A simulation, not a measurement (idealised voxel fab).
Process module under the name voxel self aligned vias
The cross-section on display is named cut; it measures 290 nm wide, and its cells are 5 nm squares.
Notation: cross-section as square-cell grid; stated in bands, top first, going down; one or more cell rows per band.
Top height, bottom height, nm. Materials left to right, width each, nm. Single material + "everywhere" = fills band edge to edge. "air" = empty.
Beneath 0, the wafer as received is one material, and that level is where height counting begins. The lowest band goes on downward without a bottom; it is written like "0 down".
Top row gets the first number, bottom row gets the second, and each row in between changes by the same step: that is how a band width like "30 to 40" works.
What does "remained unchanged" mean for a step? It means no cell of the cross-section changed in that step.
"Completely sealed voids" lists enclosed empty spaces (at least 8 cells, no open path upward to the top), each as width x height at distance from the left edge, in nm.
The remark found on a step's line after its settings is issued by the simulator itself and pertains to that step.
A step line may carry the setting "overlay nm", which, for steps involving a mask, states the distance by which the mask lay to the right of its intended position; negative values denote displacement to the left.
### Process steps foreseen in the plan
step 1: RECEIVE: material Si
step 2: CONFORMAL_DEP: material SiO2, thk nm 10
step 3: CONFORMAL_DEP: material SiCN, thk nm 5
step 4: DIRECTIONAL_DEP: material SiO2, thk nm 20
step 5: MASKED_ETCH: tone open, mask id LINES, width nm 25, pitch nm 50, etch materials SiO2, depth nm 20, overlay nm 0
step 6: CONFORMAL_DEP: material TiN, thk nm 5
step 7: FILL_DEP: material Ru, thk nm 5
step 8: CMP: height nm 35
step 9: SELECTIVE_ETCH: etch materials W Ru TiN, depth nm 5
step 10: FILL_DEP: material SiN, thk nm 10
step 11: CMP: height nm 35
step 12: DIRECTIONAL_DEP: material SiO2, thk nm 15
step 13: DIRECTIONAL_DEP: material aC, thk nm 10
step 14: PATTERN: tone open, mask id VIAS, material resist, width nm 35, pitch nm 50, thk nm 30, overlay nm 0
step 15: DIRECTIONAL_ETCH: etch materials aC, depth nm 10
step 16: STRIP: etch materials resist
step 17: DIRECTIONAL_ETCH: etch materials SiO2, depth nm 15
step 18: DIRECTIONAL_ETCH: etch materials SiN, depth nm 5
step 19: STRIP: etch materials aC
step 20: CONFORMAL_DEP: material TiN, thk nm 5
step 21: FILL_DEP: material Cu, thk nm 5
step 22: CMP: height nm 50
step 23: CONFORMAL_DEP: material SiN, thk nm 5
### as received, after step 1
0 down: Si everywhere
Completely sealed voids: none
### The first of the two wafers as seen in cross-section once the module was finished; processing followed the plan
55 to 50: SiN everywhere
50 to 40: 100 of SiO2, then 5 of TiN, then 25 of Cu, then 5 of TiN, then 15 of SiO2, then 5 of TiN, then 25 of Cu, then 5 of TiN, then 105 of SiO2
40 to 35: 100 of SiO2, then 10 of TiN, then 15 of Cu, then 10 of TiN, then 15 of SiO2, then 10 of TiN, then 15 of Cu, then 10 of TiN, then 105 of SiO2
35 to 30: 105 of SiO2, then 25 of TiN, then 25 of SiO2, then 25 of TiN, then 110 of SiO2
30 to 20: 105 of SiO2, then 5 of TiN, then 15 of Ru, then 5 of TiN, then 25 of SiO2, then 5 of TiN, then 15 of Ru, then 5 of TiN, then 110 of SiO2
20 to 15: 105 of SiO2, then 25 of TiN, then 25 of SiO2, then 25 of TiN, then 110 of SiO2
15 to 10: SiCN everywhere
10 to 0: SiO2 everywhere
0 down: Si everywhere
Completely sealed voids: none
### Presented here is a cross-section of the second of the two wafers as it stood at the end of the module. It was started in the same manner and assigned the same plan as the first wafer; however, one mistake was made in its execution
65 to 50: SiN everywhere
50 to 40: 100 of SiO2, then 5 of TiN, then 25 of Cu, then 5 of TiN, then 15 of SiO2, then 5 of TiN, then 25 of Cu, then 5 of TiN, then 105 of SiO2
40 to 35: 100 of SiO2, then 10 of TiN, then 15 of Cu, then 10 of TiN, then 15 of SiO2, then 10 of TiN, then 15 of Cu, then 10 of TiN, then 105 of SiO2
35 to 30: 105 of SiO2, then 25 of TiN, then 25 of SiO2, then 25 of TiN, then 110 of SiO2
30 to 20: 105 of SiO2, then 5 of TiN, then 15 of Ru, then 5 of TiN, then 25 of SiO2, then 5 of TiN, then 15 of Ru, then 5 of TiN, then 110 of SiO2
20 to 15: 105 of SiO2, then 25 of TiN, then 25 of SiO2, then 25 of TiN, then 110 of SiO2
15 to 10: SiCN everywhere
10 to 0: SiO2 everywhere
0 down: Si everywhere
Completely sealed voids: none
Deviation from plan: step 23 was not run as planned; what actually ran was CONFORMAL_DEP: material SiN, thk nm 15
Final wafer comparison in cells, second versus first, more or fewer per material: SiN +116
